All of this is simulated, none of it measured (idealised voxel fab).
The name of this process module is voxel air gaps.
Xsec cut, 235 nm wide, square cell size 5 nm.
Throughout this document, each cross-section is represented as a grid of square cells and is presented as a sequence of bands enumerated from the top downward, where a band comprises one or more rows of cells. Look at the band entry: it leads with the top's height and the bottom's height in nm. Then it lists the materials left to right, with a width in nm for each. The word "edge to edge" on a single material says that material fills the band edge to edge. The word "air" is empty space. A quick word on heights: they are counted from 0, and under that level the wafer as it came to us is one material throughout. The lowest band is different from the rest in having no bottom; it simply continues downward, written as in "0 and below". So if you see something like "30->40" for the width, read it as the top row of the band sitting at the first number and the bottom row at the second, with every row in between moving by the same amount as the last. Step marked "changes: none"? Then no cell in the cross-section changed in it. The entry titled "Trapped cavities" provides the empty spaces that have no open way to the top, restricted to those of 8 cells or more. Each is presented as width x height at distance, the distance being measured from the left edge, with all three in nm. That trailing text on a step's line, after the settings, is the simulator's own remark on the step. "overlay nm" answers the question of how far to the right of plan the mask lay on a step that has a mask, and when it is negative the answer is to the left.
[Process steps foreseen in the plan]
1,RECEIVE | material Si
2,CONFORMAL_DEP | material SiO2 | thk nm 10
3,CONFORMAL_DEP | material SiN | thk nm 5
4,DIRECTIONAL_DEP | material SiO2 | thk nm 40
5,DIRECTIONAL_DEP | material aC | thk nm 15
6,PATTERN | tone open | mask id LINES | material resist | width nm 15 | pitch nm 45 | thk nm 30 | overlay nm 0
7,DIRECTIONAL_ETCH | etch materials aC | depth nm 15
8,STRIP | etch materials resist
9,DIRECTIONAL_ETCH | etch materials SiO2 | depth nm 40
10,STRIP | etch materials aC
11,CONFORMAL_DEP | material TiN | thk nm 5
12,FILL_DEP | material Ru | thk nm 10
13,CMP | height nm 55
14,EPI | material Ru | thk nm 10
15,SELECTIVE_ETCH | etch materials SiO2 | depth nm 50
16,CONFORMAL_DEP | material SiN | thk nm 5
[The first of a set of two wafers, run to plan]
[Cross-section of the wafer as it came to us, i.e., already through step 1]
	0 and below = Si edge to edge
	Trapped cavities: none
[After step 2: wafer cross-section]
	10 down to 0 = SiO2 edge to edge
	Below 0, no change.
[After step 3: wafer cross-section]
	15 down to 10 = SiN edge to edge
	Below 10, no change.
[After step 4: wafer cross-section]
	55 down to 15 = SiO2 edge to edge
	Below 15, no change.
[After step 5: wafer cross-section]
	70 down to 55 = aC edge to edge
	Below 55, no change.
[After step 6: wafer cross-section]
	100 down to 70 = resist (65) / air (15) / resist (30) / air (15) / resist (30) / air (15) / resist (65)
	Below 70, no change.
[After step 7: wafer cross-section]
	85 down to 70 = resist (65) / air (15) / resist (30) / air (15) / resist (30) / air (15) / resist (65)
	70 down to 55 = aC (65) / air (15) / aC (30) / air (15) / aC (30) / air (15) / aC (65)
	Below 55, no change.
[After step 8: wafer cross-section]
	70 down to 55 = aC (65) / air (15) / aC (30) / air (15) / aC (30) / air (15) / aC (65)
	Below 55, no change.
[After step 9: wafer cross-section]
	70 down to 55 = aC (65) / air (15) / aC (30) / air (15) / aC (30) / air (15) / aC (65)
	55 down to 15 = SiO2 (65) / air (15) / SiO2 (30) / air (15) / SiO2 (30) / air (15) / SiO2 (65)
	Below 15, no change.
[After step 10: wafer cross-section]
	55 down to 15 = SiO2 (65) / air (15) / SiO2 (30) / air (15) / SiO2 (30) / air (15) / SiO2 (65)
	Below 15, no change.
[After step 11: wafer cross-section]
	60 down to 55 = TiN (70) / air (5) / TiN (40) / air (5) / TiN (40) / air (5) / TiN (70)
	55 down to 20 = SiO2 (65) / TiN (5) / air (5) / TiN (5) / SiO2 (30) / TiN (5) / air (5) / TiN (5) / SiO2 (30) / TiN (5) / air (5) / TiN (5) / SiO2 (65)
	20 down to 15 = SiO2 (65) / TiN (15) / SiO2 (30) / TiN (15) / SiO2 (30) / TiN (15) / SiO2 (65)
	Below 15, no change.
[After step 12: wafer cross-section]
	70 down to 60 = Ru edge to edge
	60 down to 55 = TiN (70) / Ru (5) / TiN (40) / Ru (5) / TiN (40) / Ru (5) / TiN (70)
	55 down to 20 = SiO2 (65) / TiN (5) / Ru (5) / TiN (5) / SiO2 (30) / TiN (5) / Ru (5) / TiN (5) / SiO2 (30) / TiN (5) / Ru (5) / TiN (5) / SiO2 (65)
	Below 20, no change.
[After step 13: wafer cross-section]
	55 down to 20 = SiO2 (65) / TiN (5) / Ru (5) / TiN (5) / SiO2 (30) / TiN (5) / Ru (5) / TiN (5) / SiO2 (30) / TiN (5) / Ru (5) / TiN (5) / SiO2 (65)
	Below 20, no change.
[After step 14: wafer cross-section]
	65 down to 55 = air (55) / Ru (35) / air (10) / Ru (35) / air (10) / Ru (35) / air (55)
	Below 55, no change.
[After step 15: wafer cross-section]
	65 down to 55 = air (55) / Ru (35) / air (10) / Ru (35) / air (10) / Ru (35) / air (55)
	55 down to 20 = air (65) / TiN (5) / Ru (5) / TiN (5) / air (30) / TiN (5) / Ru (5) / TiN (5) / air (30) / TiN (5) / Ru (5) / TiN (5) / air (65)
	20 down to 15 = air (65) / TiN (15) / air (30) / TiN (15) / air (30) / TiN (15) / air (65)
	Below 15, no change.
[After step 16: wafer cross-section]
	70 down to 65 = air (50) / SiN (135) / air (50)
	65 down to 55 = air (50) / SiN (5) / Ru (35) / SiN (10) / Ru (35) / SiN (10) / Ru (35) / SiN (5) / air (50)
	55 down to 50 = air (50) / SiN (15) / TiN (5) / Ru (5) / TiN (5) / SiN (30) / TiN (5) / Ru (5) / TiN (5) / SiN (30) / TiN (5) / Ru (5) / TiN (5) / SiN (15) / air (50)
	50 down to 20 = air (60) / SiN (5) / TiN (5) / Ru (5) / TiN (5) / SiN (5) / air (20) / SiN (5) / TiN (5) / Ru (5) / TiN (5) / SiN (5) / air (20) / SiN (5) / TiN (5) / Ru (5) / TiN (5) / SiN (5) / air (60)
	20 down to 15 = SiN (65) / TiN (15) / SiN (30) / TiN (15) / SiN (30) / TiN (15) / SiN (65)
	Below 15, no change.
	Trapped cavities: 20 x 30 at 85; 20 x 30 at 130
[Second wafer, same starting state and plan as the first, one mistake in the run, identical through step 13]
[Second wafer cross-section, taken as of the time the plan sets for step 14 to be done]
	55 down to 20 = air (65) / TiN (5) / Ru (5) / TiN (5) / air (30) / TiN (5) / Ru (5) / TiN (5) / air (30) / TiN (5) / Ru (5) / TiN (5) / air (65)
	20 down to 15 = air (65) / TiN (15) / air (30) / TiN (15) / air (30) / TiN (15) / air (65)
	Below 15, no change.
[Second wafer cross-section, taken as of the time the plan sets for step 15 to be done]
	65 down to 55 = air (55) / Ru (35) / air (10) / Ru (35) / air (10) / Ru (35) / air (55)
	55 down to 20 = air (55) / Ru (10) / TiN (5) / Ru (5) / TiN (5) / Ru (10) / air (10) / Ru (10) / TiN (5) / Ru (5) / TiN (5) / Ru (10) / air (10) / Ru (10) / TiN (5) / Ru (5) / TiN (5) / Ru (10) / air (55)
	20 down to 15 = air (55) / Ru (10) / TiN (15) / Ru (10) / air (10) / Ru (10) / TiN (15) / Ru (10) / air (10) / Ru (10) / TiN (15) / Ru (10) / air (55)
	Below 15, no change.
[Second wafer cross-section, taken as of the time the plan sets for step 16 to be done]
	70 down to 65 = air (50) / SiN (135) / air (50)
	65 down to 55 = air (50) / SiN (5) / Ru (35) / SiN (10) / Ru (35) / SiN (10) / Ru (35) / SiN (5) / air (50)
	55 down to 20 = air (50) / SiN (5) / Ru (10) / TiN (5) / Ru (5) / TiN (5) / Ru (10) / SiN (10) / Ru (10) / TiN (5) / Ru (5) / TiN (5) / Ru (10) / SiN (10) / Ru (10) / TiN (5) / Ru (5) / TiN (5) / Ru (10) / SiN (5) / air (50)
	20 down to 15 = SiN (55) / Ru (10) / TiN (15) / Ru (10) / SiN (10) / Ru (10) / TiN (15) / Ru (10) / SiN (10) / Ru (10) / TiN (15) / Ru (10) / SiN (55)
	Below 15, no change.
Against the plan, the run slipped here: steps 14 and 15: order swapped relative to plan
Bottom line after processing is that, in cells, the second wafer is up or down on some materials versus the first: +96 Ru | -24 SiN
First wafer closed voids (final) = 2; second wafer closed voids (final) = 0.
